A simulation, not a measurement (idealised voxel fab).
Presented below is a process module, voxel spacer lines.
Cross-sectional view cut (width: 290 nm; square cell size: 5 nm).
The cross-sections in this document take the form of a grid made of square cells. They are written out as bands, in order from top to bottom. Each band consists of one or more rows of cells.
Look at the band entry: it leads with the top's height and the bottom's height in nm. Then it lists the materials left to right, with a width in nm for each. The word "full width" on a single material says that material fills the band edge to edge. The word "empty" is empty space.
It should be noted that heights are counted from 0, beneath which the wafer as supplied is of one material throughout, and that the lowest band possesses no lower boundary but continues downward, as written in "0 and below".
A width such as "30..40" changes by the same amount from each row of cells to the next, from the band's top row to its bottom row.
The designation "no modifications", where it is given for a processing step, indicates that no cell of the cross-section was altered in the course of that step.
"Listed closed voids": sealed empty spaces, 8 cells or more, no open way to top, listed width x height at distance, with distance from the left edge and width, height and distance in nm.
The remark found on a step's line after its settings is issued by the simulator itself and pertains to that step.
overlay nm: how far to the right of its planned place the mask lay on this masked step (negative: to the left).
SET OUT BELOW ARE THE PLANNED STEPS OF THE PROCESS
1. RECEIVE, material Si
2. CONFORMAL_DEP, material Al2O3, thk nm 10
3. DIRECTIONAL_DEP, material polySi, thk nm 20
4. DIRECTIONAL_DEP, material aC, thk nm 20
5. PATTERN, tone cover, mask id MANDREL, material resist, width nm 20, pitch nm 70, thk nm 30, overlay nm 0
6. DIRECTIONAL_ETCH, etch materials aC, depth nm 20
7. STRIP, etch materials resist
8. CONFORMAL_DEP, material SiN, thk nm 15
9. DIRECTIONAL_ETCH, etch materials SiN, depth nm 15
10. STRIP, etch materials aC
11. DIRECTIONAL_ETCH, etch materials polySi, depth nm 20
12. STRIP, etch materials SiN
13. FILL_DEP, material lowk, thk nm 5
14. CMP, height nm 30
THE FIRST OF A SET OF TWO WAFERS, RUN TO PLAN
INCOMING WAFER, CROSS-SECTIONAL VIEW, POST STEP 1
- 0 and below | Si full width
- Listed closed voids: none
HOW THE WAFER STANDS IN SECTION AFTER STEP 2
- 10 down to 0 | Al2O3 full width
- Nothing below the height 0 has changed.
HOW THE WAFER STANDS IN SECTION AFTER STEP 3
- 30 down to 10 | polySi full width
- Nothing below the height 10 has changed.
HOW THE WAFER STANDS IN SECTION AFTER STEP 4
- 50 down to 30 | aC full width
- Nothing below the height 30 has changed.
HOW THE WAFER STANDS IN SECTION AFTER STEP 5
- 80 down to 50 | empty: 100, resist: 20, empty: 50, resist: 20, empty: 100
- Nothing below the height 50 has changed.
HOW THE WAFER STANDS IN SECTION AFTER STEP 6
- 60 down to 50 | empty: 100, resist: 20, empty: 50, resist: 20, empty: 100
- 50 down to 30 | empty: 100, aC: 20, empty: 50, aC: 20, empty: 100
- Nothing below the height 30 has changed.
HOW THE WAFER STANDS IN SECTION AFTER STEP 7
- 50 down to 30 | empty: 100, aC: 20, empty: 50, aC: 20, empty: 100
- Nothing below the height 30 has changed.
HOW THE WAFER STANDS IN SECTION AFTER STEP 8
- 65 down to 50 | empty: 85, SiN: 50, empty: 20, SiN: 50, empty: 85
- 50 down to 45 | empty: 85, SiN: 15, aC: 20, SiN: 15, empty: 20, SiN: 15, aC: 20, SiN: 15, empty: 85
- 45 down to 30 | SiN: 100, aC: 20, SiN: 50, aC: 20, SiN: 100
- Nothing below the height 30 has changed.
HOW THE WAFER STANDS IN SECTION AFTER STEP 9
- 50 down to 30 | empty: 85, SiN: 15, aC: 20, SiN: 15, empty: 20, SiN: 15, aC: 20, SiN: 15, empty: 85
- Nothing below the height 30 has changed.
HOW THE WAFER STANDS IN SECTION AFTER STEP 10
- 50 down to 30 | empty: 85, SiN: 15, empty: 20, SiN: 15, empty: 20, SiN: 15, empty: 20, SiN: 15, empty: 85
- Nothing below the height 30 has changed.
HOW THE WAFER STANDS IN SECTION AFTER STEP 11
- 50 down to 30 | empty: 85, SiN: 15, empty: 20, SiN: 15, empty: 20, SiN: 15, empty: 20, SiN: 15, empty: 85
- 30 down to 10 | empty: 85, polySi: 15, empty: 20, polySi: 15, empty: 20, polySi: 15, empty: 20, polySi: 15, empty: 85
- Nothing below the height 10 has changed.
HOW THE WAFER STANDS IN SECTION AFTER STEP 12
- 30 down to 10 | empty: 85, polySi: 15, empty: 20, polySi: 15, empty: 20, polySi: 15, empty: 20, polySi: 15, empty: 85
- Nothing below the height 10 has changed.
HOW THE WAFER STANDS IN SECTION AFTER STEP 13
- 35 down to 30 | lowk full width
- 30 down to 10 | lowk: 85, polySi: 15, lowk: 20, polySi: 15, lowk: 20, polySi: 15, lowk: 20, polySi: 15, lowk: 85
- Nothing below the height 10 has changed.
HOW THE WAFER STANDS IN SECTION AFTER STEP 14
- 30 down to 10 | lowk: 85, polySi: 15, lowk: 20, polySi: 15, lowk: 20, polySi: 15, lowk: 20, polySi: 15, lowk: 85
- Nothing below the height 10 has changed.
THE REMAINING WAFER, SECOND OF THE TWO, STARTED LIKE THE FIRST AND WAS RUN TO THE SAME PLAN, EXCEPT THAT ONE MISTAKE WAS MADE ALONG THE WAY; THE TWO COINCIDE THROUGH STEP 10, INCLUSIVE
HERE IS THE SECOND WAFER IN CROSS-SECTION AT THE POINT WHERE STEP 11 OF THE PLAN SHOULD HAVE BEEN DONE
- 50 down to 30 | empty: 85, SiN: 15, empty: 20, SiN: 15, empty: 20, SiN: 15, empty: 20, SiN: 15, empty: 85
- 30 down to 10 | empty: 85, polySi: 15, empty: 20, polySi: 15, empty: 20, polySi: 15, empty: 20, polySi: 15, empty: 85
- Nothing below the height 10 has changed.
HERE IS THE SECOND WAFER IN CROSS-SECTION AT THE POINT WHERE STEP 12 OF THE PLAN SHOULD HAVE BEEN DONE
- 30 down to 10 | empty: 85, polySi: 15, empty: 20, polySi: 15, empty: 20, polySi: 15, empty: 20, polySi: 15, empty: 85
- Nothing below the height 10 has changed.
HERE IS THE SECOND WAFER IN CROSS-SECTION AT THE POINT WHERE STEP 13 OF THE PLAN SHOULD HAVE BEEN DONE
- 35 down to 30 | lowk full width
- 30 down to 10 | lowk: 85, polySi: 15, lowk: 20, polySi: 15, lowk: 20, polySi: 15, lowk: 20, polySi: 15, lowk: 85
- Nothing below the height 10 has changed.
HERE IS THE SECOND WAFER IN CROSS-SECTION AT THE POINT WHERE STEP 14 OF THE PLAN SHOULD HAVE BEEN DONE
- 30 down to 10 | lowk: 85, polySi: 15, lowk: 20, polySi: 15, lowk: 20, polySi: 15, lowk: 20, polySi: 15, lowk: 85
- Nothing below the height 10 has changed.
Processing error: step 11 was run twice
at the end the two cross-sections are the same: no effect in what this model computes
